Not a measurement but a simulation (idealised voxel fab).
process module | voxel wiring stack
cross-section cut | 215 nm wide | cells 5 nm
A cross-section is a grid of square cells, given in bands from the top down. A band is one or more rows of cells.
Each band's line starts with the height of the band's top and of its bottom, in nm. Then come its materials from left to right, each with its width in nm. One material with "throughout" fills the band from edge to edge. "air" is empty space.
Height 0 is the level under which the wafer as received is all one material. The lowest band goes on downwards, as in "0 down".
A width such as "30 to 40" changes by the same amount from each row of cells to the next, from the band's top row to its bottom row.
"no change" after a step means that no cell of the cross-section changed.
closed voids: empty space of 8 cells or more with no open way to the top, each as width x height at its distance from the left edge, in nm
after a step's settings: what the simulator itself notes on the step
overlay nm, on a step with a mask: how far to the right of its planned place the mask lay; to the left if negative
plan
1 op RECEIVE | material Si
2 op CONFORMAL_DEP | material SiO2 | thk nm 15
3 op DIRECTIONAL_DEP | material TiN | thk nm 5
4 op DIRECTIONAL_DEP | material Ru | thk nm 20
5 op DIRECTIONAL_DEP | material aC | thk nm 10
6 op PATTERN | tone cover | mask id METAL_1 | material resist | width nm 25 | pitch nm 50 | thk nm 30 | overlay nm 0
7 op DIRECTIONAL_ETCH | etch materials aC | depth nm 10
8 op STRIP | etch materials resist
9 op DIRECTIONAL_ETCH | etch materials Ru | depth nm 20
10 op DIRECTIONAL_ETCH | etch materials TiN | depth nm 5
11 op STRIP | etch materials aC
12 op FILL_DEP | material SiO2 | thk nm 10
13 op CMP | height nm 40
14 op CONFORMAL_DEP | material SiCN | thk nm 5
15 op DIRECTIONAL_DEP | material SiO2 | thk nm 20
16 op MASKED_ETCH | tone open | mask id PLUG_1 | width nm 15 | pitch nm 50 | etch materials SiO2 | depth nm 20 | overlay nm 0
17 op MASKED_ETCH | tone open | mask id PLUG_1 | width nm 15 | pitch nm 50 | etch materials SiCN | depth nm 5 | overlay nm 0
18 op EPI | material Ru | thk nm 10
19 op EPI | material Ru | thk nm 10
20 op EPI | material Ru | thk nm 5
21 op DIRECTIONAL_DEP | material TiN | thk nm 5
22 op DIRECTIONAL_DEP | material Ru | thk nm 15
23 op DIRECTIONAL_DEP | material aC | thk nm 10
24 op PATTERN | tone cover | mask id METAL_2 | material resist | width nm 25 | pitch nm 50 | thk nm 30 | overlay nm 0
25 op DIRECTIONAL_ETCH | etch materials aC | depth nm 10
26 op STRIP | etch materials resist
27 op DIRECTIONAL_ETCH | etch materials Ru | depth nm 15
28 op DIRECTIONAL_ETCH | etch materials TiN | depth nm 5
29 op STRIP | etch materials aC
30 op FILL_DEP | material SiO2 | thk nm 5
31 op CMP | height nm 85
32 op CONFORMAL_DEP | material SiCN | thk nm 5
33 op DIRECTIONAL_DEP | material lowk | thk nm 10
34 op MASKED_ETCH | tone open | mask id PLUG_2 | width nm 15 | pitch nm 50 | etch materials lowk | depth nm 10 | overlay nm 0
35 op MASKED_ETCH | tone open | mask id PLUG_2 | width nm 15 | pitch nm 50 | etch materials SiCN | depth nm 5 | overlay nm 0
36 op CONFORMAL_DEP | material TiN | thk nm 5
37 op FILL_DEP | material W | thk nm 5
38 op CMP | height nm 100
39 op CONFORMAL_DEP | material SiN | thk nm 5
40 op DIRECTIONAL_DEP | material SiO2 | thk nm 25
41 op PATTERN | tone open | mask id METAL_3 | material resist | width nm 25 | pitch nm 50 | thk nm 20 | overlay nm 0
42 op DIRECTIONAL_ETCH | etch materials SiO2 | depth nm 25
43 op DIRECTIONAL_ETCH | etch materials SiN | depth nm 5
44 op STRIP | etch materials resist
45 op CONFORMAL_DEP | material TiN | thk nm 5
46 op FILL_DEP | material Cu | thk nm 5
47 op CMP | height nm 130
48 op CONFORMAL_DEP | material SiCN | thk nm 5
49 op DIRECTIONAL_DEP | material SiO2 | thk nm 20
50 op MASKED_ETCH | tone open | mask id PLUG_3 | width nm 15 | etch materials SiO2 | depth nm 20 | overlay nm 0
51 op MASKED_ETCH | tone open | mask id PLUG_3 | width nm 15 | etch materials SiCN | depth nm 5 | overlay nm 0
52 op EPI | material Ru | thk nm 10
53 op EPI | material Ru | thk nm 10
54 op EPI | material Ru | thk nm 5
55 op CONFORMAL_DEP | material SiCN | thk nm 5
56 op DIRECTIONAL_DEP | material lowk | thk nm 25
57 op MASKED_ETCH | tone open | mask id METAL_4 | width nm 25 | pitch nm 50 | etch materials lowk | depth nm 25 | overlay nm 0
58 op MASKED_ETCH | tone open | mask id METAL_4 | width nm 25 | pitch nm 50 | etch materials SiCN | depth nm 5 | overlay nm 0
59 op CONFORMAL_DEP | material TiN | thk nm 5
60 op FILL_DEP | material Cu | thk nm 10
61 op CMP | height nm 185
62 op CONFORMAL_DEP | material SiN | thk nm 5
as received, after step 1
  0 down: Si throughout
  closed voids: none
a wafer at the end: this start, this plan, one mistake
  190 to 185: SiN throughout
  185 to 160: lowk 70 | TiN 5 | Cu 15 | TiN 5 | lowk 25 | TiN 5 | Cu 15 | TiN 5 | lowk 70
  160 to 155: SiCN 70 | TiN 25 | SiCN 25 | TiN 25 | SiCN 70
  155 to 135: SiO2 70 | Ru 15 | SiO2 130
  135 to 130: SiCN 70 | Ru 15 | SiCN 130
  130 to 125: SiN 70 | TiN 25 | SiN 25 | TiN 25 | SiN 70
  125 to 100: SiO2 throughout
  100 to 90: lowk 70 | TiN 5 | W 5 | TiN 5 | lowk 35 | TiN 5 | W 5 | TiN 5 | lowk 80
  90 to 85: SiCN 70 | TiN 15 | SiCN 35 | TiN 15 | SiCN 80
  85 to 70: SiO2 70 | Ru 25 | SiO2 25 | Ru 25 | SiO2 70
  70 to 65: SiO2 70 | TiN 25 | SiO2 25 | TiN 25 | SiO2 70
  65 to 45: SiO2 70 | Ru 15 | SiO2 35 | Ru 15 | SiO2 80
  45 to 40: SiCN 70 | Ru 15 | SiCN 35 | Ru 15 | SiCN 80
  40 to 20: SiO2 70 | Ru 25 | SiO2 25 | Ru 25 | SiO2 70
  20 to 15: SiO2 70 | TiN 25 | SiO2 25 | TiN 25 | SiO2 70
  15 to 0: SiO2 throughout
  0 down: Si throughout
  closed voids: none
what went wrong: steps 39 and 40 were swapped
